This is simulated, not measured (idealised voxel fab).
voxel tone inversion: a process module
200 nm wide, 5 nm square cells: that's cross-section cut.
This document writes a cross-section as a grid whose cells are square, and gives it as bands, listed from the top down; one or more rows of cells form a band. This entry defines a band. It first specifies the height of the band's top and the height of its bottom in nm, and then specifies the band's materials from left to right, stating each material with its width in nm. The word "throughout" identifies a single material that fills the band from edge to edge, while the word "blank" identifies empty space. For the purposes of this specification, 0 denotes the height below which the wafer in its as-received condition is composed wholly of one material, and the lowermost band, lacking a lower limit, extends downward without end, as expressed in "0 -> down". Think of "30 to 40" as a width that walks from the first number to the second as you go down the band, top row to bottom row, taking equal-sized steps from row to row. Step note "nothing was modified" = no cross-section cell changed. You'll see "Fully enclosed voids" listing empty spaces that have no way open to the top, as long as they're 8 cells or more; the notation is width x height at distance, where the distance is from the left edge, and all of it is in nm. It should be noted that, on the line of a given step, the content following the step's settings is a remark produced by the simulator itself with respect to that step. The setting "overlay nm" may be written on the line of a step. When the step uses a mask, the value reports how far to the right of the planned place the mask lay, and a negative value reports that it lay to the left. From here on the document is pairs. In a pair, the cross-section before one process step comes with the cross-section after it, and the latter goes no deeper than the lowest band that changed. What lies in between, the step and its settings, is written under the pair. A pair may be from a different run of this module on the same starting wafer than the pair above it, so it continues from that pair only where its entry headed "State on entry" says so.

### State on entry
	0 -> down  Si throughout
	Fully enclosed voids: none

### Sectional Result
	10 -> 0  SiN throughout
	Below 0, no change.
	Fully enclosed voids: none
The two cross-sections above bracket this step: CONFORMAL_DEP (material SiN; thk nm 10)

State on entry: This step starts from the configuration shown after the step in the pair immediately above.

### Sectional Result
	25 -> 10  polySi throughout
	Below 10, no change.
	Fully enclosed voids: none
The two cross-sections above bracket this step: DIRECTIONAL_DEP (material polySi; thk nm 15)

State on entry: This step starts from the configuration shown after the step in the pair immediately above.

### Sectional Result
	50 -> 25  55 of blank  15 of resist  20 of blank  15 of resist  20 of blank  15 of resist  60 of blank
	Below 25, no change.
	Fully enclosed voids: none
The two cross-sections above bracket this step: PATTERN (tone cover; mask id POSTS; material resist; width nm 15; pitch nm 35; thk nm 25; overlay nm 0)

State on entry: This step starts from the configuration shown after the step in the pair immediately above.

### Sectional Result
	50 -> 25  55 of blank  15 of resist  20 of blank  15 of resist  20 of blank  15 of resist  60 of blank
	25 -> 10  55 of blank  15 of polySi  20 of blank  15 of polySi  20 of blank  15 of polySi  60 of blank
	Below 10, no change.
	Fully enclosed voids: none
The two cross-sections above bracket this step: DIRECTIONAL_ETCH (etch materials polySi; depth nm 15)

State on entry: This step starts from the configuration shown after the step in the pair immediately above.

### Sectional Result
	25 -> 10  55 of blank  15 of polySi  20 of blank  15 of polySi  20 of blank  15 of polySi  60 of blank
	Below 10, no change.
	Fully enclosed voids: none
The two cross-sections above bracket this step: STRIP (etch materials resist)

State on entry: This step starts from the configuration shown after the step in the pair immediately above.

### Sectional Result
	35 -> 25  SiO2 throughout
	25 -> 10  55 of SiO2  15 of polySi  20 of SiO2  15 of polySi  20 of SiO2  15 of polySi  60 of SiO2
	Below 10, no change.
	Fully enclosed voids: none
The two cross-sections above bracket this step: FILL_DEP (material SiO2; thk nm 10)

State on entry: This step starts from the configuration shown after the step in the pair immediately above.

### Sectional Result
	25 -> 10  55 of SiO2  15 of polySi  20 of SiO2  15 of polySi  20 of SiO2  15 of polySi  60 of SiO2
	Below 10, no change.
	Fully enclosed voids: none
The two cross-sections above bracket this step: CMP (height nm 25)

State on entry: This step starts from the configuration shown after the step in the pair immediately above.

### Sectional Result
	25 -> 10  55 of SiO2  15 of blank  20 of SiO2  15 of blank  20 of SiO2  15 of blank  60 of SiO2
	Below 10, no change.
	Fully enclosed voids: none
The two cross-sections above bracket this step: STRIP (etch materials polySi)

State on entry: This step starts from the configuration shown after the step in the pair immediately above.

### Sectional Result
	30 -> 25  60 of TiN  5 of blank  30 of TiN  5 of blank  30 of TiN  5 of blank  65 of TiN
	25 -> 15  55 of SiO2  5 of TiN  5 of blank  5 of TiN  20 of SiO2  5 of TiN  5 of blank  5 of TiN  20 of SiO2  5 of TiN  5 of blank  5 of TiN  60 of SiO2
	15 -> 10  55 of SiO2  15 of TiN  20 of SiO2  15 of TiN  20 of SiO2  15 of TiN  60 of SiO2
	Below 10, no change.
	Fully enclosed voids: none
The two cross-sections above bracket this step: CONFORMAL_DEP (material TiN; thk nm 5)

State on entry: This step starts from the configuration shown after the step in the pair immediately above.

### Sectional Result
	40 -> 30  Ru throughout
	30 -> 25  60 of TiN  5 of Ru  30 of TiN  5 of Ru  30 of TiN  5 of Ru  65 of TiN
	25 -> 15  55 of SiO2  5 of TiN  5 of Ru  5 of TiN  20 of SiO2  5 of TiN  5 of Ru  5 of TiN  20 of SiO2  5 of TiN  5 of Ru  5 of TiN  60 of SiO2
	Below 15, no change.
	Fully enclosed voids: none
The two cross-sections above bracket this step: FILL_DEP (material Ru; thk nm 10)

State on entry: This step starts from the configuration shown after the step in the pair immediately above.

### Sectional Result
	25 -> 15  55 of SiO2  5 of TiN  5 of Ru  5 of TiN  20 of SiO2  5 of TiN  5 of Ru  5 of TiN  20 of SiO2  5 of TiN  5 of Ru  5 of TiN  60 of SiO2
	Below 15, no change.
	Fully enclosed voids: none
The two cross-sections above bracket this step: CMP (height nm 25)

State on entry: This step starts from the configuration shown after the step in the pair immediately above.

### Sectional Result
	30 -> 25  SiN throughout
	Below 25, no change.
	Fully enclosed voids: none
The two cross-sections above bracket this step: CONFORMAL_DEP (material SiN; thk nm 5)

### State on entry
	0 -> down  Si throughout
	Fully enclosed voids: none

### Sectional Result
	15 -> 0  polySi throughout
	Below 0, no change.
	Fully enclosed voids: none
The two cross-sections above bracket this step: DIRECTIONAL_DEP (material polySi; thk nm 15)

State on entry: This step starts from the configuration shown after the step in the pair immediately above.

### Sectional Result
	40 -> 15  55 of blank  15 of resist  20 of blank  15 of resist  20 of blank  15 of resist  60 of blank
	Below 15, no change.
	Fully enclosed voids: none
The two cross-sections above bracket this step: PATTERN (tone cover; mask id POSTS; material resist; width nm 15; pitch nm 35; thk nm 25; overlay nm 0)

State on entry: This step starts from the configuration shown after the step in the pair immediately above.

### Sectional Result
	40 -> 15  55 of blank  15 of resist  20 of blank  15 of resist  20 of blank  15 of resist  60 of blank
	15 -> 0  55 of blank  15 of polySi  20 of blank  15 of polySi  20 of blank  15 of polySi  60 of blank
	Below 0, no change.
	Fully enclosed voids: none
The two cross-sections above bracket this step: DIRECTIONAL_ETCH (etch materials polySi; depth nm 15)

State on entry: This step starts from the configuration shown after the step in the pair immediately above.

### Sectional Result
	15 -> 0  55 of blank  15 of polySi  20 of blank  15 of polySi  20 of blank  15 of polySi  60 of blank
	Below 0, no change.
	Fully enclosed voids: none
The two cross-sections above bracket this step: STRIP (etch materials resist)

State on entry: This step starts from the configuration shown after the step in the pair immediately above.

### Sectional Result
	25 -> 15  SiO2 throughout
	15 -> 0  55 of SiO2  15 of polySi  20 of SiO2  15 of polySi  20 of SiO2  15 of polySi  60 of SiO2
	Below 0, no change.
	Fully enclosed voids: none
The two cross-sections above bracket this step: FILL_DEP (material SiO2; thk nm 10)

State on entry: This step starts from the configuration shown after the step in the pair immediately above.

### Sectional Result
	30 -> 25  TiN throughout
	Below 25, no change.
	Fully enclosed voids: none
The two cross-sections above bracket this step: CONFORMAL_DEP (material TiN; thk nm 5)

State on entry: This step starts from the configuration shown after the step in the pair immediately above.

### Sectional Result
	40 -> 30  Ru throughout
	Below 30, no change.
	Fully enclosed voids: none
The two cross-sections above bracket this step: FILL_DEP (material Ru; thk nm 10)

State on entry: This step starts from the configuration shown after the step in the pair immediately above.

### Sectional Result
	25 -> 15  SiO2 throughout
	Below 15, no change.
	Fully enclosed voids: none
The two cross-sections above bracket this step: CMP (height nm 25)

State on entry: This step starts from the configuration shown after the step in the pair immediately above.

### Sectional Result
	30 -> 25  SiN throughout
	Below 25, no change.
	Fully enclosed voids: none
The two cross-sections above bracket this step: CONFORMAL_DEP (material SiN; thk nm 5)

### State on entry
	15 -> 0  polySi throughout
	0 -> down  Si throughout
	Fully enclosed voids: none

### Sectional Result
	25 -> 15  SiN throughout
	Below 15, no change.
	Fully enclosed voids: none
The two cross-sections above bracket this step: CONFORMAL_DEP (material SiN; thk nm 10)

State on entry: This step starts from the configuration shown after the step in the pair immediately above.

### Sectional Result
	50 -> 25  55 of blank  15 of resist  20 of blank  15 of resist  20 of blank  15 of resist  60 of blank
	Below 25, no change.
	Fully enclosed voids: none
The two cross-sections above bracket this step: PATTERN (tone cover; mask id POSTS; material resist; width nm 15; pitch nm 35; thk nm 25; overlay nm 0)

State on entry: This step starts from the configuration shown after the step in the pair immediately above.

### Sectional Result
	25 -> 15  SiN throughout
	Below 15, no change.
	Fully enclosed voids: none
The two cross-sections above bracket this step: STRIP (etch materials resist)

State on entry: This step starts from the configuration shown after the step in the pair immediately above.

### Sectional Result
	35 -> 25  SiO2 throughout
	Below 25, no change.
	Fully enclosed voids: none
The two cross-sections above bracket this step: FILL_DEP (material SiO2; thk nm 10)

State on entry: This step starts from the configuration shown after the step in the pair immediately above.

### Sectional Result
	25 -> 15  SiN throughout
	Below 15, no change.
	Fully enclosed voids: none
The two cross-sections above bracket this step: CMP (height nm 25)

State on entry: This step starts from the configuration shown after the step in the pair immediately above.

### Sectional Result
	30 -> 25  TiN throughout
	Below 25, no change.
	Fully enclosed voids: none
The two cross-sections above bracket this step: CONFORMAL_DEP (material TiN; thk nm 5)

State on entry: This step starts from the configuration shown after the step in the pair immediately above.

### Sectional Result
	40 -> 30  Ru throughout
	Below 30, no change.
	Fully enclosed voids: none
The two cross-sections above bracket this step: FILL_DEP (material Ru; thk nm 10)

State on entry: This step starts from the configuration shown after the step in the pair immediately above.

### Sectional Result
	25 -> 15  SiN throughout
	Below 15, no change.
	Fully enclosed voids: none
The two cross-sections above bracket this step: CMP (height nm 25)

State on entry: This step starts from the configuration shown after the step in the pair immediately above.

### Sectional Result
	30 -> 15  SiN throughout
	Below 15, no change.
	Fully enclosed voids: none
The two cross-sections above bracket this step: CONFORMAL_DEP (material SiN; thk nm 5)

### State on entry
	0 -> down  Si throughout
	Fully enclosed voids: none

### Sectional Result
	5 -> 0  SiN throughout
	Below 0, no change.
	Fully enclosed voids: none
The two cross-sections above bracket this step: CONFORMAL_DEP (material SiN; thk nm 5)

State on entry: This step starts from the configuration shown after the step in the pair immediately above.

### Sectional Result
	20 -> 5  polySi throughout
	Below 5, no change.
	Fully enclosed voids: none
The two cross-sections above bracket this step: DIRECTIONAL_DEP (material polySi; thk nm 15)

State on entry: This step starts from the configuration shown after the step in the pair immediately above.

### Sectional Result
	45 -> 20  55 of blank  15 of resist  20 of blank  15 of resist  20 of blank  15 of resist  60 of blank
	Below 20, no change.
	Fully enclosed voids: none
The two cross-sections above bracket this step: PATTERN (tone cover; mask id POSTS; material resist; width nm 15; pitch nm 35; thk nm 25; overlay nm 0)

State on entry: This step starts from the configuration shown after the step in the pair immediately above.

### Sectional Result
	45 -> 20  55 of blank  15 of resist  20 of blank  15 of resist  20 of blank  15 of resist  60 of blank
	20 -> 5  55 of blank  15 of polySi  20 of blank  15 of polySi  20 of blank  15 of polySi  60 of blank
	Below 5, no change.
	Fully enclosed voids: none
The two cross-sections above bracket this step: DIRECTIONAL_ETCH (etch materials polySi; depth nm 15)

State on entry: This step starts from the configuration shown after the step in the pair immediately above.

### Sectional Result
	20 -> 5  55 of blank  15 of polySi  20 of blank  15 of polySi  20 of blank  15 of polySi  60 of blank
	Below 5, no change.
	Fully enclosed voids: none
The two cross-sections above bracket this step: STRIP (etch materials resist)

State on entry: This step starts from the configuration shown after the step in the pair immediately above.

### Sectional Result
	30 -> 20  SiO2 throughout
	20 -> 5  55 of SiO2  15 of polySi  20 of SiO2  15 of polySi  20 of SiO2  15 of polySi  60 of SiO2
	Below 5, no change.
	Fully enclosed voids: none
The two cross-sections above bracket this step: FILL_DEP (material SiO2; thk nm 10)

State on entry: This step starts from the configuration shown after the step in the pair immediately above.

### Sectional Result
	25 -> 20  SiO2 throughout
	Below 20, no change.
	Fully enclosed voids: none
The two cross-sections above bracket this step: CMP (height nm 25)

State on entry: This step starts from the configuration shown after the step in the pair immediately above.

### Sectional Result
	30 -> 25  TiN throughout
	Below 25, no change.
	Fully enclosed voids: none
The two cross-sections above bracket this step: CONFORMAL_DEP (material TiN; thk nm 5)

State on entry: This step starts from the configuration shown after the step in the pair immediately above.

### Sectional Result
	40 -> 30  Ru throughout
	Below 30, no change.
	Fully enclosed voids: none
The two cross-sections above bracket this step: FILL_DEP (material Ru; thk nm 10)

State on entry: This step starts from the configuration shown after the step in the pair immediately above.

### Sectional Result
	25 -> 20  SiO2 throughout
	Below 20, no change.
	Fully enclosed voids: none
The two cross-sections above bracket this step: CMP (height nm 25)

State on entry: This step starts from the configuration shown after the step in the pair immediately above.

### Sectional Result
	30 -> 25  SiN throughout
	Below 25, no change.
	Fully enclosed voids: none
The two cross-sections above bracket this step: CONFORMAL_DEP (material SiN; thk nm 5)

### State on entry
	25 -> 10  polySi throughout
	10 -> 0  SiN throughout
	0 -> down  Si throughout
	Fully enclosed voids: none

### Sectional Result
	50 -> 25  55 of blank  20 of resist  15 of blank  20 of resist  15 of blank  20 of resist  55 of blank
	Below 25, no change.
	Fully enclosed voids: none
The two cross-sections above bracket this step: PATTERN (tone cover; mask id POSTS; material resist; width nm 20; pitch nm 35; thk nm 25; overlay nm 0)

State on entry: This step starts from the configuration shown after the step in the pair immediately above.

### Sectional Result
	50 -> 25  55 of blank  20 of resist  15 of blank  20 of resist  15 of blank  20 of resist  55 of blank
	25 -> 10  55 of blank  20 of polySi  15 of blank  20 of polySi  15 of blank  20 of polySi  55 of blank
	Below 10, no change.
	Fully enclosed voids: none
The two cross-sections above bracket this step: DIRECTIONAL_ETCH (etch materials polySi; depth nm 15)

State on entry: This step starts from the configuration shown after the step in the pair immediately above.

### Sectional Result
	25 -> 10  55 of blank  20 of polySi  15 of blank  20 of polySi  15 of blank  20 of polySi  55 of blank
	Below 10, no change.
	Fully enclosed voids: none
The two cross-sections above bracket this step: STRIP (etch materials resist)

State on entry: This step starts from the configuration shown after the step in the pair immediately above.

### Sectional Result
	35 -> 25  SiO2 throughout
	25 -> 10  55 of SiO2  20 of polySi  15 of SiO2  20 of polySi  15 of SiO2  20 of polySi  55 of SiO2
	Below 10, no change.
	Fully enclosed voids: none
The two cross-sections above bracket this step: FILL_DEP (material SiO2; thk nm 10)

State on entry: This step starts from the configuration shown after the step in the pair immediately above.

### Sectional Result
	25 -> 10  55 of SiO2  20 of polySi  15 of SiO2  20 of polySi  15 of SiO2  20 of polySi  55 of SiO2
	Below 10, no change.
	Fully enclosed voids: none
The two cross-sections above bracket this step: CMP (height nm 25)

State on entry: This step starts from the configuration shown after the step in the pair immediately above.

### Sectional Result
	25 -> 10  55 of SiO2  20 of blank  15 of SiO2  20 of blank  15 of SiO2  20 of blank  55 of SiO2
	Below 10, no change.
	Fully enclosed voids: none
The two cross-sections above bracket this step: STRIP (etch materials polySi)

State on entry: This step starts from the configuration shown after the step in the pair immediately above.

### Sectional Result
	30 -> 25  60 of TiN  10 of blank  25 of TiN  10 of blank  25 of TiN  10 of blank  60 of TiN
	25 -> 15  55 of SiO2  5 of TiN  10 of blank  5 of TiN  15 of SiO2  5 of TiN  10 of blank  5 of TiN  15 of SiO2  5 of TiN  10 of blank  5 of TiN  55 of SiO2
	15 -> 10  55 of SiO2  20 of TiN  15 of SiO2  20 of TiN  15 of SiO2  20 of TiN  55 of SiO2
	Below 10, no change.
	Fully enclosed voids: none
The two cross-sections above bracket this step: CONFORMAL_DEP (material TiN; thk nm 5)

State on entry: This step starts from the configuration shown after the step in the pair immediately above.

### Sectional Result
	40 -> 30  Ru throughout
	30 -> 25  60 of TiN  10 of Ru  25 of TiN  10 of Ru  25 of TiN  10 of Ru  60 of TiN
	25 -> 15  55 of SiO2  5 of TiN  10 of Ru  5 of TiN  15 of SiO2  5 of TiN  10 of Ru  5 of TiN  15 of SiO2  5 of TiN  10 of Ru  5 of TiN  55 of SiO2
	Below 15, no change.
	Fully enclosed voids: none
The two cross-sections above bracket this step: FILL_DEP (material Ru; thk nm 10)

State on entry: This step starts from the configuration shown after the step in the pair immediately above.

### Sectional Result
	25 -> 15  55 of SiO2  5 of TiN  10 of Ru  5 of TiN  15 of SiO2  5 of TiN  10 of Ru  5 of TiN  15 of SiO2  5 of TiN  10 of Ru  5 of TiN  55 of SiO2
	Below 15, no change.
	Fully enclosed voids: none
The two cross-sections above bracket this step: CMP (height nm 25)

State on entry: This step starts from the configuration shown after the step in the pair immediately above.

### Sectional Result
	30 -> 25  SiN throughout
	Below 25, no change.
	Fully enclosed voids: none
The two cross-sections above bracket this step: CONFORMAL_DEP (material SiN; thk nm 5)

### State on entry
	25 -> 10  polySi throughout
	10 -> 0  SiN throughout
	0 -> down  Si throughout
	Fully enclosed voids: none

### Sectional Result
	50 -> 25  45 of blank  15 of resist  20 of blank  15 of resist  20 of blank  15 of resist  70 of blank
	Below 25, no change.
	Fully enclosed voids: none
The two cross-sections above bracket this step: PATTERN (tone cover; mask id POSTS; material resist; width nm 15; pitch nm 35; thk nm 25; overlay nm -10)

State on entry: This step starts from the configuration shown after the step in the pair immediately above.

### Sectional Result
	50 -> 25  45 of blank  15 of resist  20 of blank  15 of resist  20 of blank  15 of resist  70 of blank
	25 -> 10  45 of blank  15 of polySi  20 of blank  15 of polySi  20 of blank  15 of polySi  70 of blank
	Below 10, no change.
	Fully enclosed voids: none
The two cross-sections above bracket this step: DIRECTIONAL_ETCH (etch materials polySi; depth nm 15)

State on entry: This step starts from the configuration shown after the step in the pair immediately above.

### Sectional Result
	25 -> 10  45 of blank  15 of polySi  20 of blank  15 of polySi  20 of blank  15 of polySi  70 of blank
	Below 10, no change.
	Fully enclosed voids: none
The two cross-sections above bracket this step: STRIP (etch materials resist)

State on entry: This step starts from the configuration shown after the step in the pair immediately above.

### Sectional Result
	35 -> 25  SiO2 throughout
	25 -> 10  45 of SiO2  15 of polySi  20 of SiO2  15 of polySi  20 of SiO2  15 of polySi  70 of SiO2
	Below 10, no change.
	Fully enclosed voids: none
The two cross-sections above bracket this step: FILL_DEP (material SiO2; thk nm 10)

State on entry: This step starts from the configuration shown after the step in the pair immediately above.

### Sectional Result
	25 -> 10  45 of SiO2  15 of polySi  20 of SiO2  15 of polySi  20 of SiO2  15 of polySi  70 of SiO2
	Below 10, no change.
	Fully enclosed voids: none
The two cross-sections above bracket this step: CMP (height nm 25)

State on entry: This step starts from the configuration shown after the step in the pair immediately above.

### Sectional Result
	25 -> 10  45 of SiO2  15 of blank  20 of SiO2  15 of blank  20 of SiO2  15 of blank  70 of SiO2
	Below 10, no change.
	Fully enclosed voids: none
The two cross-sections above bracket this step: STRIP (etch materials polySi)

State on entry: This step starts from the configuration shown after the step in the pair immediately above.

### Sectional Result
	30 -> 25  50 of TiN  5 of blank  30 of TiN  5 of blank  30 of TiN  5 of blank  75 of TiN
	25 -> 15  45 of SiO2  5 of TiN  5 of blank  5 of TiN  20 of SiO2  5 of TiN  5 of blank  5 of TiN  20 of SiO2  5 of TiN  5 of blank  5 of TiN  70 of SiO2
	15 -> 10  45 of SiO2  15 of TiN  20 of SiO2  15 of TiN  20 of SiO2  15 of TiN  70 of SiO2
	Below 10, no change.
	Fully enclosed voids: none
The two cross-sections above bracket this step: CONFORMAL_DEP (material TiN; thk nm 5)

State on entry: This step starts from the configuration shown after the step in the pair immediately above.

### Sectional Result
	40 -> 30  Ru throughout
	30 -> 25  50 of TiN  5 of Ru  30 of TiN  5 of Ru  30 of TiN  5 of Ru  75 of TiN
	25 -> 15  45 of SiO2  5 of TiN  5 of Ru  5 of TiN  20 of SiO2  5 of TiN  5 of Ru  5 of TiN  20 of SiO2  5 of TiN  5 of Ru  5 of TiN  70 of SiO2
	Below 15, no change.
	Fully enclosed voids: none
The two cross-sections above bracket this step: FILL_DEP (material Ru; thk nm 10)

State on entry: This step starts from the configuration shown after the step in the pair immediately above.

### Sectional Result
	25 -> 15  45 of SiO2  5 of TiN  5 of Ru  5 of TiN  20 of SiO2  5 of TiN  5 of Ru  5 of TiN  20 of SiO2  5 of TiN  5 of Ru  5 of TiN  70 of SiO2
	Below 15, no change.
	Fully enclosed voids: none
The two cross-sections above bracket this step: CMP (height nm 25)

State on entry: This step starts from the configuration shown after the step in the pair immediately above.

### Sectional Result
	30 -> 25  SiN throughout
	Below 25, no change.
	Fully enclosed voids: none
The two cross-sections above bracket this step: CONFORMAL_DEP (material SiN; thk nm 5)

### State on entry
	25 -> 15  55 of SiO2  5 of TiN  5 of Ru  5 of TiN  20 of SiO2  5 of TiN  5 of Ru  5 of TiN  20 of SiO2  5 of TiN  5 of Ru  5 of TiN  60 of SiO2
	15 -> 10  55 of SiO2  15 of TiN  20 of SiO2  15 of TiN  20 of SiO2  15 of TiN  60 of SiO2
	10 -> 0  SiN throughout
	0 -> down  Si throughout
	Fully enclosed voids: none

### Sectional Result
	30 -> 25  SiO2 throughout
	Below 25, no change.
	Fully enclosed voids: none
The two cross-sections above bracket this step: CONFORMAL_DEP (material SiO2; thk nm 5)

### State on entry
	25 -> 10  polySi throughout
	10 -> 0  SiN throughout
	0 -> down  Si throughout
	Fully enclosed voids: none

### Sectional Result
	50 -> 25  55 of resist  15 of blank  20 of resist  15 of blank  20 of resist  15 of blank  60 of resist
	Below 25, no change.
	Fully enclosed voids: none
The two cross-sections above bracket this step: PATTERN (tone open; mask id POSTS; material resist; width nm 15; pitch nm 35; thk nm 25; overlay nm 0)

State on entry: This step starts from the configuration shown after the step in the pair immediately above.

### Sectional Result
	50 -> 25  55 of resist  15 of blank  20 of resist  15 of blank  20 of resist  15 of blank  60 of resist
	25 -> 10  55 of polySi  15 of blank  20 of polySi  15 of blank  20 of polySi  15 of blank  60 of polySi
	Below 10, no change.
	Fully enclosed voids: none
The two cross-sections above bracket this step: DIRECTIONAL_ETCH (etch materials polySi; depth nm 15)

State on entry: This step starts from the configuration shown after the step in the pair immediately above.

### Sectional Result
	25 -> 10  55 of polySi  15 of blank  20 of polySi  15 of blank  20 of polySi  15 of blank  60 of polySi
	Below 10, no change.
	Fully enclosed voids: none
The two cross-sections above bracket this step: STRIP (etch materials resist)

State on entry: This step starts from the configuration shown after the step in the pair immediately above.

### Sectional Result
	35 -> 25  SiO2 throughout
	25 -> 10  55 of polySi  15 of SiO2  20 of polySi  15 of SiO2  20 of polySi  15 of SiO2  60 of polySi
	Below 10, no change.
	Fully enclosed voids: none
The two cross-sections above bracket this step: FILL_DEP (material SiO2; thk nm 10)

State on entry: This step starts from the configuration shown after the step in the pair immediately above.

### Sectional Result
	25 -> 10  55 of polySi  15 of SiO2  20 of polySi  15 of SiO2  20 of polySi  15 of SiO2  60 of polySi
	Below 10, no change.
	Fully enclosed voids: none
The two cross-sections above bracket this step: CMP (height nm 25)

State on entry: This step starts from the configuration shown after the step in the pair immediately above.

### Sectional Result
	25 -> 10  55 of blank  15 of SiO2  20 of blank  15 of SiO2  20 of blank  15 of SiO2  60 of blank
	Below 10, no change.
	Fully enclosed voids: none
The two cross-sections above bracket this step: STRIP (etch materials polySi)

State on entry: This step starts from the configuration shown after the step in the pair immediately above.

### Sectional Result
	30 -> 25  50 of blank  25 of TiN  10 of blank  25 of TiN  10 of blank  25 of TiN  55 of blank
	25 -> 15  50 of blank  5 of TiN  15 of SiO2  5 of TiN  10 of blank  5 of TiN  15 of SiO2  5 of TiN  10 of blank  5 of TiN  15 of SiO2  5 of TiN  55 of blank
	15 -> 10  55 of TiN  15 of SiO2  20 of TiN  15 of SiO2  20 of TiN  15 of SiO2  60 of TiN
	Below 10, no change.
	Fully enclosed voids: none
The two cross-sections above bracket this step: CONFORMAL_DEP (material TiN; thk nm 5)

State on entry: This step starts from the configuration shown after the step in the pair immediately above.

### Sectional Result
	40 -> 30  Ru throughout
	30 -> 25  50 of Ru  25 of TiN  10 of Ru  25 of TiN  10 of Ru  25 of TiN  55 of Ru
	25 -> 15  50 of Ru  5 of TiN  15 of SiO2  5 of TiN  10 of Ru  5 of TiN  15 of SiO2  5 of TiN  10 of Ru  5 of TiN  15 of SiO2  5 of TiN  55 of Ru
	Below 15, no change.
	Fully enclosed voids: none
The two cross-sections above bracket this step: FILL_DEP (material Ru; thk nm 10)

State on entry: This step starts from the configuration shown after the step in the pair immediately above.

### Sectional Result
	25 -> 15  50 of Ru  5 of TiN  15 of SiO2  5 of TiN  10 of Ru  5 of TiN  15 of SiO2  5 of TiN  10 of Ru  5 of TiN  15 of SiO2  5 of TiN  55 of Ru
	Below 15, no change.
	Fully enclosed voids: none
The two cross-sections above bracket this step: CMP (height nm 25)

State on entry: This step starts from the configuration shown after the step in the pair immediately above.

### Sectional Result
	30 -> 25  SiN throughout
	Below 25, no change.
	Fully enclosed voids: none
The two cross-sections above bracket this step: CONFORMAL_DEP (material SiN; thk nm 5)
